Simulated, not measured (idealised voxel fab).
Process module in this document: voxel wiring stack
The cross-section on display is named cut; it measures 215 nm wide, and its cells are 5 nm squares.
Think of the cross-section as a grid of square cells. We describe it in bands, top to bottom, and each band covers one or more rows of those cells.
Band entry format. Leading values: height of top, height of bottom, nm. Remainder: materials in left-to-right order, each with its width in nm. Special words: "edge to edge" on a single material, which then fills the band edge to edge; "blank", empty space.
The reference from which all heights are counted is 0, the level beneath which the as-received wafer is entirely one material; the lowest band, having no lower bound, proceeds downward and is written after the example "z 0 and below".
Note: "30 to 40" means the width goes from the first number (top row of the band) to the second number (bottom row) in equal steps per row of cells.
Reading "everything unchanged" for a step: not a cell of the cross-section changed in it.
closed voids: empty space of 8 cells or more with no open way to the top, each as width x height at its distance from the left edge, in nm
That trailing text on a step's line, after the settings, is the simulator's own remark on the step.
"overlay nm", when on a step's line for a step with a mask, measures how far to the right of its planned place the mask lay; a negative measure means to the left.
STEPS IN THE PROCESS PLAN
1,RECEIVE [material Si]
2,CONFORMAL_DEP [material SiO2] [thk nm 15]
3,DIRECTIONAL_DEP [material TiN] [thk nm 5]
4,DIRECTIONAL_DEP [material W] [thk nm 25]
5,PATTERN [tone cover] [mask id METAL_1] [material resist] [width nm 25] [pitch nm 40] [thk nm 15] [overlay nm 0]
6,DIRECTIONAL_ETCH [etch materials W] [depth nm 25]
7,DIRECTIONAL_ETCH [etch materials TiN] [depth nm 5]
8,STRIP [etch materials resist]
9,FILL_DEP [material lowk] [thk nm 10]
10,CMP [height nm 45]
11,CONFORMAL_DEP [material SiCN] [thk nm 5]
12,DIRECTIONAL_DEP [material SiO2] [thk nm 30]
13,DIRECTIONAL_DEP [material aC] [thk nm 10]
14,PATTERN [tone open] [mask id METAL_2] [material resist] [width nm 25] [pitch nm 40] [thk nm 25] [overlay nm 0]
15,DIRECTIONAL_ETCH [etch materials aC] [depth nm 10]
16,STRIP [etch materials resist]
17,DIRECTIONAL_ETCH [etch materials SiO2] [depth nm 15]
18,STRIP [etch materials aC]
19,MASKED_ETCH [tone open] [mask id METAL_2_HOLES] [width nm 15] [pitch nm 40] [etch materials SiO2] [depth nm 15] [overlay nm 0]
20,MASKED_ETCH [tone open] [mask id METAL_2_HOLES] [width nm 15] [pitch nm 40] [etch materials SiCN] [depth nm 5] [overlay nm 0]
21,CONFORMAL_DEP [material TiN] [thk nm 5]
22,FILL_DEP [material Cu] [thk nm 10]
23,CMP [height nm 80]
24,CONFORMAL_DEP [material SiN] [thk nm 5]
CROSS-SECTION OF THE WAFER UPON ARRIVAL, REPRESENTING THE STATE REACHED AFTER STEP 1
	z 0 and below  Si edge to edge
	closed voids: none
LOOKING AT THE FIRST OF TWO WAFERS IN CROSS-SECTION AT END OF MODULE - RAN TO PLAN
	z 85 to 80  SiN edge to edge
	z 80 to 70  35 of SiO2; 5 of TiN; 15 of Cu; 5 of TiN; 15 of SiO2; 5 of TiN; 15 of Cu; 5 of TiN; 15 of SiO2; 5 of TiN; 15 of Cu; 5 of TiN; 15 of SiO2; 5 of TiN; 15 of Cu; 5 of TiN; 35 of SiO2
	z 70 to 65  35 of SiO2; 5 of TiN; 5 of Cu; 15 of TiN; 15 of SiO2; 5 of TiN; 5 of Cu; 15 of TiN; 15 of SiO2; 5 of TiN; 5 of Cu; 15 of TiN; 15 of SiO2; 5 of TiN; 5 of Cu; 15 of TiN; 35 of SiO2
	z 65 to 50  35 of SiO2; 5 of TiN; 5 of Cu; 5 of TiN; 25 of SiO2; 5 of TiN; 5 of Cu; 5 of TiN; 25 of SiO2; 5 of TiN; 5 of Cu; 5 of TiN; 25 of SiO2; 5 of TiN; 5 of Cu; 5 of TiN; 45 of SiO2
	z 50 to 45  35 of SiCN; 15 of TiN; 25 of SiCN; 15 of TiN; 25 of SiCN; 15 of TiN; 25 of SiCN; 15 of TiN; 45 of SiCN
	z 45 to 20  35 of lowk; 25 of W; 15 of lowk; 25 of W; 15 of lowk; 25 of W; 15 of lowk; 25 of W; 35 of lowk
	z 20 to 15  35 of lowk; 25 of TiN; 15 of lowk; 25 of TiN; 15 of lowk; 25 of TiN; 15 of lowk; 25 of TiN; 35 of lowk
	z 15 to 0  SiO2 edge to edge
	z 0 and below  Si edge to edge
	closed voids: none
THIS IS THE SECOND OF THE TWO WAFERS, CROSS-SECTIONED AT THE END OF THE MODULE; IT STARTED EXACTLY LIKE THE FIRST AND WAS GIVEN THE SAME PLAN, BUT IT WAS RUN WITH ONE MISTAKE
	z 85 to 80  SiN edge to edge
	z 80 to 70  35 of SiO2; 5 of TiN; 15 of Cu; 5 of TiN; 15 of SiO2; 5 of TiN; 15 of Cu; 5 of TiN; 15 of SiO2; 5 of TiN; 15 of Cu; 5 of TiN; 15 of SiO2; 5 of TiN; 15 of Cu; 5 of TiN; 35 of SiO2
	z 70 to 65  35 of SiO2; 5 of TiN; 5 of Cu; 15 of TiN; 15 of SiO2; 5 of TiN; 5 of Cu; 15 of TiN; 15 of SiO2; 5 of TiN; 5 of Cu; 15 of TiN; 15 of SiO2; 5 of TiN; 5 of Cu; 15 of TiN; 35 of SiO2
	z 65 to 50  35 of SiO2; 5 of TiN; 5 of Cu; 5 of TiN; 25 of SiO2; 5 of TiN; 5 of Cu; 5 of TiN; 25 of SiO2; 5 of TiN; 5 of Cu; 5 of TiN; 25 of SiO2; 5 of TiN; 5 of Cu; 5 of TiN; 45 of SiO2
	z 50 to 45  35 of SiCN; 15 of TiN; 25 of SiCN; 15 of TiN; 25 of SiCN; 15 of TiN; 25 of SiCN; 15 of TiN; 45 of SiCN
	z 45 to 20  40 of lowk; 25 of W; 15 of lowk; 25 of W; 15 of lowk; 25 of W; 15 of lowk; 25 of W; 30 of lowk
	z 20 to 15  40 of lowk; 25 of TiN; 15 of lowk; 25 of TiN; 15 of lowk; 25 of TiN; 15 of lowk; 25 of TiN; 30 of lowk
	z 15 to 0  SiO2 edge to edge
	z 0 and below  Si edge to edge
	closed voids: none
What was done differently from what was planned? rather than as planned, step 5 actually ran as PATTERN [tone cover] [mask id METAL_1] [material resist] [width nm 25] [pitch nm 40] [thk nm 15] [overlay nm 5]
Tallied in cells, the final second wafer holds each material in the same quantity as the first, although not at the same places.
